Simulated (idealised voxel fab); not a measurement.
The process module presented herein is designated voxel transistor to metal.
Section shown: cut. Width: 165 nm. Cell size: 5 nm, square.
Throughout this document, each cross-section is represented as a grid of square cells and is presented as a sequence of bands enumerated from the top downward, where a band comprises one or more rows of cells.
In this notation a band is specified by the heights of its top and bottom, in that order and in nm, after which its materials appear from left to right, each paired with its width in nm. The word "edge to edge" attached to a single material means that material fills the band from edge to edge; the word "empty" stands for empty space.
Measure heights from 0. That's the level where, below it, the as-received wafer is all one material. The lowest band is bottomless and extends downward; write it as in "top 0, no bottom".
You'd read "30->40" like this: the band's top row of cells is as wide as the first number, its bottom row is as wide as the second, and going down, every row changes width by the same amount as the row before did.
It should be understood that the words "nothing changed", when stated for a given step, signify that the cross-section underwent no change in any of its cells during that step.
Each empty space that has no open way to the top and spans at least 8 cells appears under "Enclosed void catalog" as width x height at distance, the distance counted from the left edge, all in nm.
That trailing text on a step's line, after the settings, is the simulator's own remark on the step.
overlay nm: right-of-plan distance of the mask on a masked step; negative values mean left-of-plan.
Below you will find pairs of cross-sections. In each, one shows the wafer before one process step and the other after it, with the after view ending at the lowest band that changed. Under each pair is the step separating them, along with its settings. Do not assume the pairs form a chain: they can come from different runs of this module on the same starting wafer, and a pair continues from the pair above it only when its "Snapshot before" entry says so.

### Snapshot before
- top 50, bottom 35: 35 nm SiO2; 5 nm TiN; 10 nm Ru; 5 nm TiN; 55 nm SiO2; 5 nm TiN; 10 nm Ru; 5 nm TiN; 35 nm SiO2
- top 35, bottom 30: 35 nm SiO2; 5 nm TiN; 10 nm Ru; 5 nm TiN; 5 nm SiO2; 10 nm SiN; 5 nm SiO2; 15 nm SiCN; 5 nm SiO2; 10 nm SiN; 5 nm SiO2; 5 nm TiN; 10 nm Ru; 5 nm TiN; 35 nm SiO2
- top 30, bottom 15: 35 nm SiO2; 5 nm TiN; 10 nm Ru; 5 nm TiN; 5 nm SiO2; 10 nm SiN; 5 nm SiO2; 15 nm polySi; 5 nm SiO2; 10 nm SiN; 5 nm SiO2; 5 nm TiN; 10 nm Ru; 5 nm TiN; 35 nm SiO2
- top 15, bottom 10: 35 nm SiO2; 20 nm TiN; 5 nm SiO2; 10 nm SiN; 5 nm SiO2; 15 nm polySi; 5 nm SiO2; 10 nm SiN; 5 nm SiO2; 20 nm TiN; 35 nm SiO2
- top 10, bottom 5: 30 nm SiO2; 10 nm SiN; 20 nm nSi; 10 nm SiN; 5 nm SiO2; 15 nm polySi; 5 nm SiO2; 10 nm SiN; 20 nm nSi; 10 nm SiN; 30 nm SiO2
- top 5, bottom 0: 40 nm SiO2; 20 nm nSi; 45 nm SiO2; 20 nm nSi; 40 nm SiO2
- top 0, bottom -5: 25 nm SiO2; 15 nm Si; 20 nm nSi; 45 nm Si; 20 nm nSi; 15 nm Si; 25 nm SiO2
- top -5, bottom -20: 25 nm SiO2; 115 nm Si; 25 nm SiO2
- top -20, no bottom: Si edge to edge
- Enclosed void catalog: none

### Post-Process View
- top 55, bottom 50: SiN edge to edge
- Everything under 50 stays put, no change at all.
- Enclosed void catalog: none
The process step separating the two cross-sections depicted above is as follows: CONFORMAL_DEP: material SiN, thk nm 5

Snapshot before: after-step cross-section of the pair just above applies.

### Post-Process View
- top 70, bottom 55: lowk edge to edge
- Everything under 55 stays put, no change at all.
- Enclosed void catalog: none
The process step separating the two cross-sections depicted above is as follows: DIRECTIONAL_DEP: material lowk, thk nm 15

Snapshot before: after-step cross-section of the pair just above applies.

### Post-Process View
- top 85, bottom 70: 35 nm resist; 20 nm empty; 55 nm resist; 20 nm empty; 35 nm resist
- Everything under 70 stays put, no change at all.
- Enclosed void catalog: none
The process step separating the two cross-sections depicted above is as follows: PATTERN: tone open, mask id METAL_1, material resist, width nm 20, pitch nm 75, thk nm 15, overlay nm 0

Snapshot before: after-step cross-section of the pair just above applies.

### Post-Process View
- top 85, bottom 70: 35 nm resist; 20 nm empty; 55 nm resist; 20 nm empty; 35 nm resist
- top 70, bottom 55: 35 nm lowk; 20 nm empty; 55 nm lowk; 20 nm empty; 35 nm lowk
- Everything under 55 stays put, no change at all.
- Enclosed void catalog: none
The process step separating the two cross-sections depicted above is as follows: DIRECTIONAL_ETCH: etch materials lowk, depth nm 15

Snapshot before: after-step cross-section of the pair just above applies.

### Post-Process View
- top 85, bottom 70: 35 nm resist; 20 nm empty; 55 nm resist; 20 nm empty; 35 nm resist
- top 70, bottom 55: 35 nm lowk; 20 nm empty; 55 nm lowk; 20 nm empty; 35 nm lowk
- top 55, bottom 50: 35 nm SiN; 20 nm empty; 55 nm SiN; 20 nm empty; 35 nm SiN
- Everything under 50 stays put, no change at all.
- Enclosed void catalog: none
The process step separating the two cross-sections depicted above is as follows: DIRECTIONAL_ETCH: etch materials SiN, depth nm 5

Snapshot before: after-step cross-section of the pair just above applies.

### Post-Process View
- top 70, bottom 55: 35 nm lowk; 20 nm empty; 55 nm lowk; 20 nm empty; 35 nm lowk
- Everything under 55 stays put, no change at all.
- Enclosed void catalog: none
The process step separating the two cross-sections depicted above is as follows: STRIP: etch materials resist

Snapshot before: after-step cross-section of the pair just above applies.

### Post-Process View
- top 75, bottom 70: 40 nm TiN; 10 nm empty; 65 nm TiN; 10 nm empty; 40 nm TiN
- top 70, bottom 55: 35 nm lowk; 5 nm TiN; 10 nm empty; 5 nm TiN; 55 nm lowk; 5 nm TiN; 10 nm empty; 5 nm TiN; 35 nm lowk
- top 55, bottom 50: 35 nm SiN; 20 nm TiN; 55 nm SiN; 20 nm TiN; 35 nm SiN
- Everything under 50 stays put, no change at all.
- Enclosed void catalog: none
The process step separating the two cross-sections depicted above is as follows: CONFORMAL_DEP: material TiN, thk nm 5

Snapshot before: after-step cross-section of the pair just above applies.

### Post-Process View
- top 80, bottom 75: Ru edge to edge
- top 75, bottom 70: 40 nm TiN; 10 nm Ru; 65 nm TiN; 10 nm Ru; 40 nm TiN
- top 70, bottom 55: 35 nm lowk; 5 nm TiN; 10 nm Ru; 5 nm TiN; 55 nm lowk; 5 nm TiN; 10 nm Ru; 5 nm TiN; 35 nm lowk
- Everything under 55 stays put, no change at all.
- Enclosed void catalog: none
The process step separating the two cross-sections depicted above is as follows: FILL_DEP: material Ru, thk nm 5

Snapshot before: after-step cross-section of the pair just above applies.

### Post-Process View
- top 70, bottom 55: 35 nm lowk; 5 nm TiN; 10 nm Ru; 5 nm TiN; 55 nm lowk; 5 nm TiN; 10 nm Ru; 5 nm TiN; 35 nm lowk
- Everything under 55 stays put, no change at all.
- Enclosed void catalog: none
The process step separating the two cross-sections depicted above is as follows: CMP: height nm 70

Snapshot before: after-step cross-section of the pair just above applies.

### Post-Process View
- top 75, bottom 70: SiCN edge to edge
- Everything under 70 stays put, no change at all.
- Enclosed void catalog: none
The process step separating the two cross-sections depicted above is as follows: CONFORMAL_DEP: material SiCN, thk nm 5

Snapshot before: after-step cross-section of the pair just above applies.

### Post-Process View
- top 100, bottom 75: lowk edge to edge
- Everything under 75 stays put, no change at all.
- Enclosed void catalog: none
The process step separating the two cross-sections depicted above is as follows: DIRECTIONAL_DEP: material lowk, thk nm 25

Snapshot before: after-step cross-section of the pair just above applies.

### Post-Process View
- top 100, bottom 75: 35 nm lowk; 15 nm empty; 60 nm lowk; 15 nm empty; 40 nm lowk
- Everything under 75 stays put, no change at all.
- Enclosed void catalog: none
The process step separating the two cross-sections depicted above is as follows: MASKED_ETCH: tone open, mask id METAL_2_HOLES, width nm 15, pitch nm 75, etch materials lowk, depth nm 25, overlay nm 0

Snapshot before: after-step cross-section of the pair just above applies.

### Post-Process View
- top 110, bottom 100: 35 nm aC; 15 nm empty; 60 nm aC; 15 nm empty; 40 nm aC
- top 100, bottom 85: 35 nm lowk; 15 nm empty; 60 nm lowk; 15 nm empty; 40 nm lowk
- top 85, bottom 75: 35 nm lowk; 15 nm aC; 60 nm lowk; 15 nm aC; 40 nm lowk
- Everything under 75 stays put, no change at all.
- Enclosed void catalog: none
The process step separating the two cross-sections depicted above is as follows: DIRECTIONAL_DEP: material aC, thk nm 10

Snapshot before: after-step cross-section of the pair just above applies.

### Post-Process View
- top 135, bottom 110: 35 nm resist; 20 nm empty; 55 nm resist; 20 nm empty; 35 nm resist
- Everything under 110 stays put, no change at all.
- Enclosed void catalog: none
The process step separating the two cross-sections depicted above is as follows: PATTERN: tone open, mask id METAL_2, material resist, width nm 20, pitch nm 75, thk nm 25, overlay nm 0

Snapshot before: after-step cross-section of the pair just above applies.

### Post-Process View
- top 125, bottom 110: 35 nm resist; 20 nm empty; 55 nm resist; 20 nm empty; 35 nm resist
- top 110, bottom 100: 35 nm aC; 20 nm empty; 55 nm aC; 20 nm empty; 35 nm aC
- top 100, bottom 75: 35 nm lowk; 15 nm empty; 60 nm lowk; 15 nm empty; 40 nm lowk
- Everything under 75 stays put, no change at all.
- Enclosed void catalog: none
The process step separating the two cross-sections depicted above is as follows: DIRECTIONAL_ETCH: etch materials aC, depth nm 10

Snapshot before: after-step cross-section of the pair just above applies.

### Post-Process View
- top 110, bottom 100: 35 nm aC; 20 nm empty; 55 nm aC; 20 nm empty; 35 nm aC
- Everything under 100 stays put, no change at all.
- Enclosed void catalog: none
The process step separating the two cross-sections depicted above is as follows: STRIP: etch materials resist

Snapshot before: after-step cross-section of the pair just above applies.

### Post-Process View
- top 110, bottom 100: 35 nm aC; 20 nm empty; 55 nm aC; 20 nm empty; 35 nm aC
- top 100, bottom 85: 35 nm lowk; 20 nm empty; 55 nm lowk; 20 nm empty; 35 nm lowk
- Everything under 85 stays put, no change at all.
- Enclosed void catalog: none
The process step separating the two cross-sections depicted above is as follows: DIRECTIONAL_ETCH: etch materials lowk, depth nm 15

Snapshot before: after-step cross-section of the pair just above applies.

### Post-Process View
- top 110, bottom 100: 35 nm aC; 20 nm empty; 55 nm aC; 20 nm empty; 35 nm aC
- top 100, bottom 85: 35 nm lowk; 20 nm empty; 55 nm lowk; 20 nm empty; 35 nm lowk
- top 85, bottom 75: 35 nm lowk; 15 nm empty; 60 nm lowk; 15 nm empty; 40 nm lowk
- top 75, bottom 70: 35 nm SiCN; 15 nm empty; 60 nm SiCN; 15 nm empty; 40 nm SiCN
- Everything under 70 stays put, no change at all.
- Enclosed void catalog: none
The process step separating the two cross-sections depicted above is as follows: DIRECTIONAL_ETCH: etch materials SiCN, depth nm 5

Snapshot before: after-step cross-section of the pair just above applies.

### Post-Process View
- top 100, bottom 85: 35 nm lowk; 20 nm empty; 55 nm lowk; 20 nm empty; 35 nm lowk
- Everything under 85 stays put, no change at all.
- Enclosed void catalog: none
The process step separating the two cross-sections depicted above is as follows: STRIP: etch materials aC

Snapshot before: after-step cross-section of the pair just above applies.

### Post-Process View
- top 105, bottom 100: 40 nm TiN; 10 nm empty; 65 nm TiN; 10 nm empty; 40 nm TiN
- top 100, bottom 90: 35 nm lowk; 5 nm TiN; 10 nm empty; 5 nm TiN; 55 nm lowk; 5 nm TiN; 10 nm empty; 5 nm TiN; 35 nm lowk
- top 90, bottom 85: 35 nm lowk; 5 nm TiN; 5 nm empty; 10 nm TiN; 55 nm lowk; 5 nm TiN; 5 nm empty; 10 nm TiN; 35 nm lowk
- top 85, bottom 75: 35 nm lowk; 5 nm TiN; 5 nm empty; 5 nm TiN; 60 nm lowk; 5 nm TiN; 5 nm empty; 5 nm TiN; 40 nm lowk
- top 75, bottom 70: 35 nm SiCN; 15 nm TiN; 60 nm SiCN; 15 nm TiN; 40 nm SiCN
- Everything under 70 stays put, no change at all.
- Enclosed void catalog: none
The process step separating the two cross-sections depicted above is as follows: CONFORMAL_DEP: material TiN, thk nm 5

Snapshot before: after-step cross-section of the pair just above applies.

### Post-Process View
- top 115, bottom 105: Ru edge to edge
- top 105, bottom 100: 40 nm TiN; 10 nm Ru; 65 nm TiN; 10 nm Ru; 40 nm TiN
- top 100, bottom 90: 35 nm lowk; 5 nm TiN; 10 nm Ru; 5 nm TiN; 55 nm lowk; 5 nm TiN; 10 nm Ru; 5 nm TiN; 35 nm lowk
- top 90, bottom 85: 35 nm lowk; 5 nm TiN; 5 nm Ru; 10 nm TiN; 55 nm lowk; 5 nm TiN; 5 nm Ru; 10 nm TiN; 35 nm lowk
- top 85, bottom 75: 35 nm lowk; 5 nm TiN; 5 nm Ru; 5 nm TiN; 60 nm lowk; 5 nm TiN; 5 nm Ru; 5 nm TiN; 40 nm lowk
- Everything under 75 stays put, no change at all.
- Enclosed void catalog: none
The process step separating the two cross-sections depicted above is as follows: FILL_DEP: material Ru, thk nm 10

Snapshot before: after-step cross-section of the pair just above applies.

### Post-Process View
- top 100, bottom 90: 35 nm lowk; 5 nm TiN; 10 nm Ru; 5 nm TiN; 55 nm lowk; 5 nm TiN; 10 nm Ru; 5 nm TiN; 35 nm lowk
- Everything under 90 stays put, no change at all.
- Enclosed void catalog: none
The process step separating the two cross-sections depicted above is as follows: CMP: height nm 100

Snapshot before: after-step cross-section of the pair just above applies.

### Post-Process View
- top 105, bottom 100: SiCN edge to edge
- Everything under 100 stays put, no change at all.
- Enclosed void catalog: none
The process step separating the two cross-sections depicted above is as follows: CONFORMAL_DEP: material SiCN, thk nm 5

### Snapshot before
- top 65, bottom 55: Ru edge to edge
- top 55, bottom 50: 40 nm TiN; 10 nm Ru; 65 nm TiN; 10 nm Ru; 40 nm TiN
- top 50, bottom 35: 35 nm SiO2; 5 nm TiN; 10 nm Ru; 5 nm TiN; 55 nm SiO2; 5 nm TiN; 10 nm Ru; 5 nm TiN; 35 nm SiO2
- top 35, bottom 25: 35 nm SiO2; 5 nm TiN; 10 nm Ru; 5 nm TiN; 5 nm SiO2; 10 nm SiN; 5 nm SiO2; 15 nm SiCN; 5 nm SiO2; 10 nm SiN; 5 nm SiO2; 5 nm TiN; 10 nm Ru; 5 nm TiN; 35 nm SiO2
- top 25, bottom 10: 35 nm SiO2; 5 nm TiN; 10 nm Ru; 5 nm TiN; 5 nm SiO2; 10 nm SiN; 5 nm SiO2; 15 nm polySi; 5 nm SiO2; 10 nm SiN; 5 nm SiO2; 5 nm TiN; 10 nm Ru; 5 nm TiN; 35 nm SiO2
- top 10, bottom 5: 25 nm SiO2; 10 nm SiN; 20 nm TiN; 5 nm SiO2; 10 nm SiN; 5 nm SiO2; 15 nm polySi; 5 nm SiO2; 10 nm SiN; 5 nm SiO2; 20 nm TiN; 10 nm SiN; 25 nm SiO2
- top 5, bottom 0: 25 nm SiO2; 10 nm SiN; 10 nm nSi; 5 nm TiN; 10 nm nSi; 10 nm SiN; 5 nm SiO2; 15 nm polySi; 5 nm SiO2; 10 nm SiN; 10 nm nSi; 5 nm TiN; 10 nm nSi; 10 nm SiN; 25 nm SiO2
- top 0, bottom -5: 35 nm SiO2; 25 nm nSi; 45 nm SiO2; 25 nm nSi; 35 nm SiO2
- top -5, bottom -10: 25 nm SiO2; 10 nm Si; 25 nm nSi; 45 nm Si; 25 nm nSi; 10 nm Si; 25 nm SiO2
- top -10, bottom -20: 25 nm SiO2; 115 nm Si; 25 nm SiO2
- top -20, no bottom: Si edge to edge
- Enclosed void catalog: none

### Post-Process View
- top 55, bottom 50: 40 nm TiN; 10 nm Ru; 65 nm TiN; 10 nm Ru; 40 nm TiN
- Everything under 50 stays put, no change at all.
- Enclosed void catalog: none
The process step separating the two cross-sections depicted above is as follows: CMP: height nm 55

Snapshot before: after-step cross-section of the pair just above applies.

### Post-Process View
- top 60, bottom 55: SiN edge to edge
- Everything under 55 stays put, no change at all.
- Enclosed void catalog: none
The process step separating the two cross-sections depicted above is as follows: CONFORMAL_DEP: material SiN, thk nm 5

Snapshot before: after-step cross-section of the pair just above applies.

### Post-Process View
- top 75, bottom 60: lowk edge to edge
- Everything under 60 stays put, no change at all.
- Enclosed void catalog: none
The process step separating the two cross-sections depicted above is as follows: DIRECTIONAL_DEP: material lowk, thk nm 15

Snapshot before: after-step cross-section of the pair just above applies.

### Post-Process View
- top 90, bottom 75: 35 nm resist; 20 nm empty; 55 nm resist; 20 nm empty; 35 nm resist
- Everything under 75 stays put, no change at all.
- Enclosed void catalog: none
The process step separating the two cross-sections depicted above is as follows: PATTERN: tone open, mask id METAL_1, material resist, width nm 20, pitch nm 75, thk nm 15, overlay nm 0

Snapshot before: after-step cross-section of the pair just above applies.

### Post-Process View
- top 90, bottom 75: 35 nm resist; 20 nm empty; 55 nm resist; 20 nm empty; 35 nm resist
- top 75, bottom 60: 35 nm lowk; 20 nm empty; 55 nm lowk; 20 nm empty; 35 nm lowk
- Everything under 60 stays put, no change at all.
- Enclosed void catalog: none
The process step separating the two cross-sections depicted above is as follows: DIRECTIONAL_ETCH: etch materials lowk, depth nm 15

Snapshot before: after-step cross-section of the pair just above applies.

### Post-Process View
- top 90, bottom 75: 35 nm resist; 20 nm empty; 55 nm resist; 20 nm empty; 35 nm resist
- top 75, bottom 60: 35 nm lowk; 20 nm empty; 55 nm lowk; 20 nm empty; 35 nm lowk
- top 60, bottom 55: 35 nm SiN; 20 nm empty; 55 nm SiN; 20 nm empty; 35 nm SiN
- Everything under 55 stays put, no change at all.
- Enclosed void catalog: none
The process step separating the two cross-sections depicted above is as follows: DIRECTIONAL_ETCH: etch materials SiN, depth nm 5

Snapshot before: after-step cross-section of the pair just above applies.

### Post-Process View
- top 75, bottom 60: 35 nm lowk; 20 nm empty; 55 nm lowk; 20 nm empty; 35 nm lowk
- Everything under 60 stays put, no change at all.
- Enclosed void catalog: none
The process step separating the two cross-sections depicted above is as follows: STRIP: etch materials resist

Snapshot before: after-step cross-section of the pair just above applies.

### Post-Process View
- top 80, bottom 75: 40 nm TiN; 10 nm empty; 65 nm TiN; 10 nm empty; 40 nm TiN
- top 75, bottom 60: 35 nm lowk; 5 nm TiN; 10 nm empty; 5 nm TiN; 55 nm lowk; 5 nm TiN; 10 nm empty; 5 nm TiN; 35 nm lowk
- top 60, bottom 55: 35 nm SiN; 20 nm TiN; 55 nm SiN; 20 nm TiN; 35 nm SiN
- Everything under 55 stays put, no change at all.
- Enclosed void catalog: none
The process step separating the two cross-sections depicted above is as follows: CONFORMAL_DEP: material TiN, thk nm 5

Snapshot before: after-step cross-section of the pair just above applies.

### Post-Process View
- top 85, bottom 80: Ru edge to edge
- top 80, bottom 75: 40 nm TiN; 10 nm Ru; 65 nm TiN; 10 nm Ru; 40 nm TiN
- top 75, bottom 60: 35 nm lowk; 5 nm TiN; 10 nm Ru; 5 nm TiN; 55 nm lowk; 5 nm TiN; 10 nm Ru; 5 nm TiN; 35 nm lowk
- Everything under 60 stays put, no change at all.
- Enclosed void catalog: none
The process step separating the two cross-sections depicted above is as follows: FILL_DEP: material Ru, thk nm 5

Snapshot before: after-step cross-section of the pair just above applies.

### Post-Process View
- top 70, bottom 60: 35 nm lowk; 5 nm TiN; 10 nm Ru; 5 nm TiN; 55 nm lowk; 5 nm TiN; 10 nm Ru; 5 nm TiN; 35 nm lowk
- Everything under 60 stays put, no change at all.
- Enclosed void catalog: none
The process step separating the two cross-sections depicted above is as follows: CMP: height nm 70

Snapshot before: after-step cross-section of the pair just above applies.

### Post-Process View
- top 75, bottom 70: SiCN edge to edge
- Everything under 70 stays put, no change at all.
- Enclosed void catalog: none
The process step separating the two cross-sections depicted above is as follows: CONFORMAL_DEP: material SiCN, thk nm 5

Snapshot before: after-step cross-section of the pair just above applies.

### Post-Process View
- top 100, bottom 75: lowk edge to edge
- Everything under 75 stays put, no change at all.
- Enclosed void catalog: none
The process step separating the two cross-sections depicted above is as follows: DIRECTIONAL_DEP: material lowk, thk nm 25

Snapshot before: after-step cross-section of the pair just above applies.

### Post-Process View
- top 100, bottom 75: 35 nm lowk; 15 nm empty; 60 nm lowk; 15 nm empty; 40 nm lowk
- Everything under 75 stays put, no change at all.
- Enclosed void catalog: none
The process step separating the two cross-sections depicted above is as follows: MASKED_ETCH: tone open, mask id METAL_2_HOLES, width nm 15, pitch nm 75, etch materials lowk, depth nm 25, overlay nm 0

Snapshot before: after-step cross-section of the pair just above applies.

### Post-Process View
- top 110, bottom 100: 35 nm aC; 15 nm empty; 60 nm aC; 15 nm empty; 40 nm aC
- top 100, bottom 85: 35 nm lowk; 15 nm empty; 60 nm lowk; 15 nm empty; 40 nm lowk
- top 85, bottom 75: 35 nm lowk; 15 nm aC; 60 nm lowk; 15 nm aC; 40 nm lowk
- Everything under 75 stays put, no change at all.
- Enclosed void catalog: none
The process step separating the two cross-sections depicted above is as follows: DIRECTIONAL_DEP: material aC, thk nm 10

Snapshot before: after-step cross-section of the pair just above applies.

### Post-Process View
- top 135, bottom 110: 35 nm resist; 20 nm empty; 55 nm resist; 20 nm empty; 35 nm resist
- Everything under 110 stays put, no change at all.
- Enclosed void catalog: none
The process step separating the two cross-sections depicted above is as follows: PATTERN: tone open, mask id METAL_2, material resist, width nm 20, pitch nm 75, thk nm 25, overlay nm 0

Snapshot before: after-step cross-section of the pair just above applies.

### Post-Process View
- top 125, bottom 110: 35 nm resist; 20 nm empty; 55 nm resist; 20 nm empty; 35 nm resist
- top 110, bottom 100: 35 nm aC; 20 nm empty; 55 nm aC; 20 nm empty; 35 nm aC
- top 100, bottom 75: 35 nm lowk; 15 nm empty; 60 nm lowk; 15 nm empty; 40 nm lowk
- Everything under 75 stays put, no change at all.
- Enclosed void catalog: none
The process step separating the two cross-sections depicted above is as follows: DIRECTIONAL_ETCH: etch materials aC, depth nm 10

Snapshot before: after-step cross-section of the pair just above applies.

### Post-Process View
- top 110, bottom 100: 35 nm aC; 20 nm empty; 55 nm aC; 20 nm empty; 35 nm aC
- Everything under 100 stays put, no change at all.
- Enclosed void catalog: none
The process step separating the two cross-sections depicted above is as follows: STRIP: etch materials resist

Snapshot before: after-step cross-section of the pair just above applies.

### Post-Process View
- top 110, bottom 100: 35 nm aC; 20 nm empty; 55 nm aC; 20 nm empty; 35 nm aC
- top 100, bottom 85: 35 nm lowk; 20 nm empty; 55 nm lowk; 20 nm empty; 35 nm lowk
- Everything under 85 stays put, no change at all.
- Enclosed void catalog: none
The process step separating the two cross-sections depicted above is as follows: DIRECTIONAL_ETCH: etch materials lowk, depth nm 15

Snapshot before: after-step cross-section of the pair just above applies.

### Post-Process View
- top 110, bottom 100: 35 nm aC; 20 nm empty; 55 nm aC; 20 nm empty; 35 nm aC
- top 100, bottom 85: 35 nm lowk; 20 nm empty; 55 nm lowk; 20 nm empty; 35 nm lowk
- top 85, bottom 75: 35 nm lowk; 15 nm empty; 60 nm lowk; 15 nm empty; 40 nm lowk
- top 75, bottom 70: 35 nm SiCN; 15 nm empty; 60 nm SiCN; 15 nm empty; 40 nm SiCN
- Everything under 70 stays put, no change at all.
- Enclosed void catalog: none
The process step separating the two cross-sections depicted above is as follows: DIRECTIONAL_ETCH: etch materials SiCN, depth nm 5

Snapshot before: after-step cross-section of the pair just above applies.

### Post-Process View
- top 100, bottom 85: 35 nm lowk; 20 nm empty; 55 nm lowk; 20 nm empty; 35 nm lowk
- Everything under 85 stays put, no change at all.
- Enclosed void catalog: none
The process step separating the two cross-sections depicted above is as follows: STRIP: etch materials aC

Snapshot before: after-step cross-section of the pair just above applies.

### Post-Process View
- top 105, bottom 100: 40 nm TiN; 10 nm empty; 65 nm TiN; 10 nm empty; 40 nm TiN
- top 100, bottom 90: 35 nm lowk; 5 nm TiN; 10 nm empty; 5 nm TiN; 55 nm lowk; 5 nm TiN; 10 nm empty; 5 nm TiN; 35 nm lowk
- top 90, bottom 85: 35 nm lowk; 5 nm TiN; 5 nm empty; 10 nm TiN; 55 nm lowk; 5 nm TiN; 5 nm empty; 10 nm TiN; 35 nm lowk
- top 85, bottom 75: 35 nm lowk; 5 nm TiN; 5 nm empty; 5 nm TiN; 60 nm lowk; 5 nm TiN; 5 nm empty; 5 nm TiN; 40 nm lowk
- top 75, bottom 70: 35 nm SiCN; 15 nm TiN; 60 nm SiCN; 15 nm TiN; 40 nm SiCN
- Everything under 70 stays put, no change at all.
- Enclosed void catalog: none
The process step separating the two cross-sections depicted above is as follows: CONFORMAL_DEP: material TiN, thk nm 5

Snapshot before: after-step cross-section of the pair just above applies.

### Post-Process View
- top 115, bottom 105: Ru edge to edge
- top 105, bottom 100: 40 nm TiN; 10 nm Ru; 65 nm TiN; 10 nm Ru; 40 nm TiN
- top 100, bottom 90: 35 nm lowk; 5 nm TiN; 10 nm Ru; 5 nm TiN; 55 nm lowk; 5 nm TiN; 10 nm Ru; 5 nm TiN; 35 nm lowk
- top 90, bottom 85: 35 nm lowk; 5 nm TiN; 5 nm Ru; 10 nm TiN; 55 nm lowk; 5 nm TiN; 5 nm Ru; 10 nm TiN; 35 nm lowk
- top 85, bottom 75: 35 nm lowk; 5 nm TiN; 5 nm Ru; 5 nm TiN; 60 nm lowk; 5 nm TiN; 5 nm Ru; 5 nm TiN; 40 nm lowk
- Everything under 75 stays put, no change at all.
- Enclosed void catalog: none
The process step separating the two cross-sections depicted above is as follows: FILL_DEP: material Ru, thk nm 10

Snapshot before: after-step cross-section of the pair just above applies.

### Post-Process View
- top 100, bottom 90: 35 nm lowk; 5 nm TiN; 10 nm Ru; 5 nm TiN; 55 nm lowk; 5 nm TiN; 10 nm Ru; 5 nm TiN; 35 nm lowk
- Everything under 90 stays put, no change at all.
- Enclosed void catalog: none
The process step separating the two cross-sections depicted above is as follows: CMP: height nm 100

Snapshot before: after-step cross-section of the pair just above applies.

### Post-Process View
- top 105, bottom 100: SiCN edge to edge
- Everything under 100 stays put, no change at all.
- Enclosed void catalog: none
The process step separating the two cross-sections depicted above is as follows: CONFORMAL_DEP: material SiCN, thk nm 5

### Snapshot before
- top 20, bottom 5: SiN edge to edge
- top 5, bottom 0: SiO2 edge to edge
- top 0, no bottom: Si edge to edge
- Enclosed void catalog: none

### Post-Process View
- top 20, bottom 5: 20 nm empty; 125 nm SiN; 20 nm empty
- Everything under 5 stays put, no change at all.
- Enclosed void catalog: none
The process step separating the two cross-sections depicted above is as follows: MASKED_ETCH: tone cover, mask id ACTIVE, width nm 125, etch materials SiN, depth nm 15, overlay nm 0

Snapshot before: after-step cross-section of the pair just above applies.

### Post-Process View
- top 20, bottom 5: 20 nm empty; 125 nm SiN; 20 nm empty
- top 5, bottom 0: 20 nm empty; 125 nm SiO2; 20 nm empty
- Everything under 0 stays put, no change at all.
- Enclosed void catalog: none
The process step separating the two cross-sections depicted above is as follows: MASKED_ETCH: tone cover, mask id ACTIVE, width nm 115, etch materials SiO2, depth nm 5, overlay nm 0

Snapshot before: after-step cross-section of the pair just above applies.

### Post-Process View
- top 20, bottom 5: 20 nm empty; 125 nm SiN; 20 nm empty
- top 5, bottom 0: 20 nm empty; 125 nm SiO2; 20 nm empty
- top 0, bottom -20: 20 nm empty; 125 nm Si; 20 nm empty
- Everything under -20 stays put, no change at all.
- Enclosed void catalog: none
The process step separating the two cross-sections depicted above is as follows: MASKED_ETCH: tone cover, mask id ACTIVE, width nm 115, etch materials Si, depth nm 20, overlay nm 0

Snapshot before: after-step cross-section of the pair just above applies.

### Post-Process View
- top 35, bottom 20: SiO2 edge to edge
- top 20, bottom 5: 20 nm SiO2; 125 nm SiN; 20 nm SiO2
- top 5, bottom 0: SiO2 edge to edge
- top 0, bottom -20: 20 nm SiO2; 125 nm Si; 20 nm SiO2
- Everything under -20 stays put, no change at all.
- Enclosed void catalog: none
The process step separating the two cross-sections depicted above is as follows: FILL_DEP: material SiO2, thk nm 15

Snapshot before: after-step cross-section of the pair just above applies.

### Post-Process View
- top 20, bottom 5: 20 nm SiO2; 125 nm SiN; 20 nm SiO2
- Everything under 5 stays put, no change at all.
- Enclosed void catalog: none
The process step separating the two cross-sections depicted above is as follows: CMP: height nm 20

Snapshot before: after-step cross-section of the pair just above applies.

### Post-Process View
- top 20, bottom 15: 20 nm empty; 125 nm SiN; 20 nm empty
- Everything under 15 stays put, no change at all.
- Enclosed void catalog: none
The process step separating the two cross-sections depicted above is as follows: SELECTIVE_ETCH: etch materials SiO2, depth nm 5

Snapshot before: after-step cross-section of the pair just above applies.

### Post-Process View
- top 15, bottom 5: 20 nm SiO2; 125 nm empty; 20 nm SiO2
- Everything under 5 stays put, no change at all.
- Enclosed void catalog: none
The process step separating the two cross-sections depicted above is as follows: STRIP: etch materials SiN

Snapshot before: after-step cross-section of the pair just above applies.

### Post-Process View
- top 10, bottom 0: 15 nm SiO2; 135 nm empty; 15 nm SiO2
- Everything under 0 stays put, no change at all.
- Enclosed void catalog: none
The process step separating the two cross-sections depicted above is as follows: SELECTIVE_ETCH: etch materials SiO2, depth nm 5

Snapshot before: after-step cross-section of the pair just above applies.

### Post-Process View
- top 10, bottom 0: 15 nm SiO2; 135 nm empty; 15 nm SiO2
- top 0, bottom -5: SiO2 edge to edge
- Everything under -5 stays put, no change at all.
- Enclosed void catalog: none
The process step separating the two cross-sections depicted above is as follows: OXIDIZE: depth nm 5

Snapshot before: after-step cross-section of the pair just above applies.

### Post-Process View
- top 35, bottom 25: 15 nm polySi; 135 nm empty; 15 nm polySi
- top 25, bottom 10: polySi edge to edge
- top 10, bottom 0: 15 nm SiO2; 135 nm polySi; 15 nm SiO2
- Everything under 0 stays put, no change at all.
- Enclosed void catalog: none
The process step separating the two cross-sections depicted above is as follows: DIRECTIONAL_DEP: material polySi, thk nm 25

Snapshot before: after-step cross-section of the pair just above applies.

### Post-Process View
- top 45, bottom 35: 15 nm SiCN; 135 nm empty; 15 nm SiCN
- top 35, bottom 25: 15 nm polySi; 135 nm SiCN; 15 nm polySi
- Everything under 25 stays put, no change at all.
- Enclosed void catalog: none
The process step separating the two cross-sections depicted above is as follows: DIRECTIONAL_DEP: material SiCN, thk nm 10

Snapshot before: after-step cross-section of the pair just above applies.

### Post-Process View
- top 35, bottom 25: 15 nm polySi; 60 nm empty; 15 nm SiCN; 60 nm empty; 15 nm polySi
- Everything under 25 stays put, no change at all.
- Enclosed void catalog: none
The process step separating the two cross-sections depicted above is as follows: MASKED_ETCH: tone cover, mask id GATE, width nm 15, etch materials SiCN, depth nm 20, overlay nm 0
